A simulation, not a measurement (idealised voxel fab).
The document below concerns the process module designated voxel ribs on slabs.
Xsec cut, 260 nm wide, square cell size 5 nm.
How to read a cross-section here: the picture is a grid of square cells, written as bands going from the top down, and any band can span one or more rows of cells. Heights first: top, then bottom, in nm. Then materials, left to right, each with a width in nm. "everywhere" on a single material: fills the band edge to edge. "empty": empty space. A quick word on heights: they are counted from 0, and under that level the wafer as it came to us is one material throughout. The lowest band is different from the rest in having no bottom; it simply continues downward, written as in "0..down". With a width like "30->40", each row of cells in the band differs from the next by the same amount, the top row carrying the first number and the bottom row the second. The cross-section has no changed cell in any step marked "nothing changed". The label "Voids lacking openings" introduces a list of the empty spaces, 8 cells or larger, that have no open way up to the top; each entry in it reads width x height at distance, where the distance is taken from the left edge and all three are stated in nm. What comes after the settings on a step's line is commentary from the simulator itself on that step. When a step includes a mask, the "overlay nm" setting on its line states how far to the right of its planned place that mask lay, and negative values state how far to the left.
LIST OF PLANNED PROCESS STEPS
1) RECEIVE,material Si
2) DIRECTIONAL_DEP,material SiO2,thk nm 25
3) DIRECTIONAL_DEP,material polySi,thk nm 25
4) MASKED_ETCH,tone cover,mask id RIB,width nm 25,etch materials polySi,depth nm 20,overlay nm 0
5) PATTERN,tone cover,mask id SLAB,material resist,width nm 65,thk nm 20,overlay nm 0
6) DIRECTIONAL_ETCH,etch materials polySi,depth nm 5
7) STRIP,etch materials resist
8) FILL_DEP,material SiO2,thk nm 30
9) CMP,height nm 70
10) DIRECTIONAL_DEP,material TiN,thk nm 5
11) DIRECTIONAL_DEP,material aC,thk nm 15
12) PATTERN,tone cover,mask id HEATER,material resist,width nm 35,thk nm 35,overlay nm 0
13) DIRECTIONAL_ETCH,etch materials aC,depth nm 15
14) STRIP,etch materials resist
15) DIRECTIONAL_ETCH,etch materials TiN,depth nm 5
16) STRIP,etch materials aC
17) CONFORMAL_DEP,material SiO2,thk nm 10
THE FIRST WAFER OF TWO, PROCESSED AS PLANNED
CROSS-SECTION OF THE INCOMING WAFER, STATE AFTER STEP 1
	0..down  Si everywhere
	Voids lacking openings: none
CROSS-SECTION THROUGH THE WAFER, STEP 2 FINISHED
	25..0  SiO2 everywhere
	For the remainder of the cross-section, below 0, there is no change.
CROSS-SECTION THROUGH THE WAFER, STEP 3 FINISHED
	50..25  polySi everywhere
	For the remainder of the cross-section, below 25, there is no change.
CROSS-SECTION THROUGH THE WAFER, STEP 4 FINISHED
	50..30  115 empty; 25 polySi; 120 empty
	For the remainder of the cross-section, below 30, there is no change.
CROSS-SECTION THROUGH THE WAFER, STEP 5 FINISHED
	70..50  95 empty; 65 resist; 100 empty
	50..30  95 empty; 20 resist; 25 polySi; 20 resist; 100 empty
	For the remainder of the cross-section, below 30, there is no change.
CROSS-SECTION THROUGH THE WAFER, STEP 6 FINISHED
	70..50  95 empty; 65 resist; 100 empty
	50..30  95 empty; 20 resist; 25 polySi; 20 resist; 100 empty
	30..25  95 empty; 65 polySi; 100 empty
	For the remainder of the cross-section, below 25, there is no change.
CROSS-SECTION THROUGH THE WAFER, STEP 7 FINISHED
	50..30  115 empty; 25 polySi; 120 empty
	For the remainder of the cross-section, below 30, there is no change.
CROSS-SECTION THROUGH THE WAFER, STEP 8 FINISHED
	80..50  SiO2 everywhere
	50..30  115 SiO2; 25 polySi; 120 SiO2
	30..25  95 SiO2; 65 polySi; 100 SiO2
	For the remainder of the cross-section, below 25, there is no change.
CROSS-SECTION THROUGH THE WAFER, STEP 9 FINISHED
	70..50  SiO2 everywhere
	For the remainder of the cross-section, below 50, there is no change.
CROSS-SECTION THROUGH THE WAFER, STEP 10 FINISHED
	75..70  TiN everywhere
	For the remainder of the cross-section, below 70, there is no change.
CROSS-SECTION THROUGH THE WAFER, STEP 11 FINISHED
	90..75  aC everywhere
	For the remainder of the cross-section, below 75, there is no change.
CROSS-SECTION THROUGH THE WAFER, STEP 12 FINISHED
	125..90  110 empty; 35 resist; 115 empty
	For the remainder of the cross-section, below 90, there is no change.
CROSS-SECTION THROUGH THE WAFER, STEP 13 FINISHED
	110..90  110 empty; 35 resist; 115 empty
	90..75  110 empty; 35 aC; 115 empty
	For the remainder of the cross-section, below 75, there is no change.
CROSS-SECTION THROUGH THE WAFER, STEP 14 FINISHED
	90..75  110 empty; 35 aC; 115 empty
	For the remainder of the cross-section, below 75, there is no change.
CROSS-SECTION THROUGH THE WAFER, STEP 15 FINISHED
	90..75  110 empty; 35 aC; 115 empty
	75..70  110 empty; 35 TiN; 115 empty
	For the remainder of the cross-section, below 70, there is no change.
CROSS-SECTION THROUGH THE WAFER, STEP 16 FINISHED
	75..70  110 empty; 35 TiN; 115 empty
	For the remainder of the cross-section, below 70, there is no change.
CROSS-SECTION THROUGH THE WAFER, STEP 17 FINISHED
	85..80  100 empty; 55 SiO2; 105 empty
	80..75  SiO2 everywhere
	75..70  110 SiO2; 35 TiN; 115 SiO2
	For the remainder of the cross-section, below 70, there is no change.
COMPANION WAFER, THE SECOND OF TWO: SAME BEGINNING, SAME INTENDED SEQUENCE, ONE MISTAKE IN CARRYING IT OUT; THROUGH STEP 4 INCLUSIVE IT TRACKS THE FIRST EXACTLY
X-SECTION, SECOND WAFER, WHEN STEP 5 WAS DUE TO FINISH
	70..50  95 resist; 65 empty; 100 resist
	50..30  95 resist; 20 empty; 25 polySi; 20 empty; 100 resist
	For the remainder of the cross-section, below 30, there is no change.
X-SECTION, SECOND WAFER, WHEN STEP 6 WAS DUE TO FINISH
	70..45  95 resist; 65 empty; 100 resist
	45..30  95 resist; 20 empty; 25 polySi; 20 empty; 100 resist
	30..25  95 polySi; 20 empty; 25 polySi; 20 empty; 100 polySi
	For the remainder of the cross-section, below 25, there is no change.
X-SECTION, SECOND WAFER, WHEN STEP 7 WAS DUE TO FINISH
	45..30  115 empty; 25 polySi; 120 empty
	For the remainder of the cross-section, below 30, there is no change.
X-SECTION, SECOND WAFER, WHEN STEP 8 WAS DUE TO FINISH
	75..45  SiO2 everywhere
	45..30  115 SiO2; 25 polySi; 120 SiO2
	30..25  95 polySi; 20 SiO2; 25 polySi; 20 SiO2; 100 polySi
	For the remainder of the cross-section, below 25, there is no change.
X-SECTION, SECOND WAFER, WHEN STEP 9 WAS DUE TO FINISH
	70..45  SiO2 everywhere
	For the remainder of the cross-section, below 45, there is no change.
X-SECTION, SECOND WAFER, WHEN STEP 10 WAS DUE TO FINISH
	75..70  TiN everywhere
	For the remainder of the cross-section, below 70, there is no change.
X-SECTION, SECOND WAFER, WHEN STEP 11 WAS DUE TO FINISH
	90..75  aC everywhere
	For the remainder of the cross-section, below 75, there is no change.
X-SECTION, SECOND WAFER, WHEN STEP 12 WAS DUE TO FINISH
	125..90  110 empty; 35 resist; 115 empty
	For the remainder of the cross-section, below 90, there is no change.
X-SECTION, SECOND WAFER, WHEN STEP 13 WAS DUE TO FINISH
	110..90  110 empty; 35 resist; 115 empty
	90..75  110 empty; 35 aC; 115 empty
	For the remainder of the cross-section, below 75, there is no change.
X-SECTION, SECOND WAFER, WHEN STEP 14 WAS DUE TO FINISH
	90..75  110 empty; 35 aC; 115 empty
	For the remainder of the cross-section, below 75, there is no change.
X-SECTION, SECOND WAFER, WHEN STEP 15 WAS DUE TO FINISH
	90..75  110 empty; 35 aC; 115 empty
	75..70  110 empty; 35 TiN; 115 empty
	For the remainder of the cross-section, below 70, there is no change.
X-SECTION, SECOND WAFER, WHEN STEP 16 WAS DUE TO FINISH
	75..70  110 empty; 35 TiN; 115 empty
	For the remainder of the cross-section, below 70, there is no change.
X-SECTION, SECOND WAFER, WHEN STEP 17 WAS DUE TO FINISH
	85..80  100 empty; 55 SiO2; 105 empty
	80..75  SiO2 everywhere
	75..70  110 SiO2; 35 TiN; 115 SiO2
	For the remainder of the cross-section, below 70, there is no change.
What broke from the plan during processing? step 5 ran as: PATTERN,tone open,mask id SLAB,material resist,width nm 65,thk nm 20,overlay nm 0
Final difference in cells, second wafer against first, listed per material as more or fewer: 26 fewer of SiO2 | 26 more of polySi
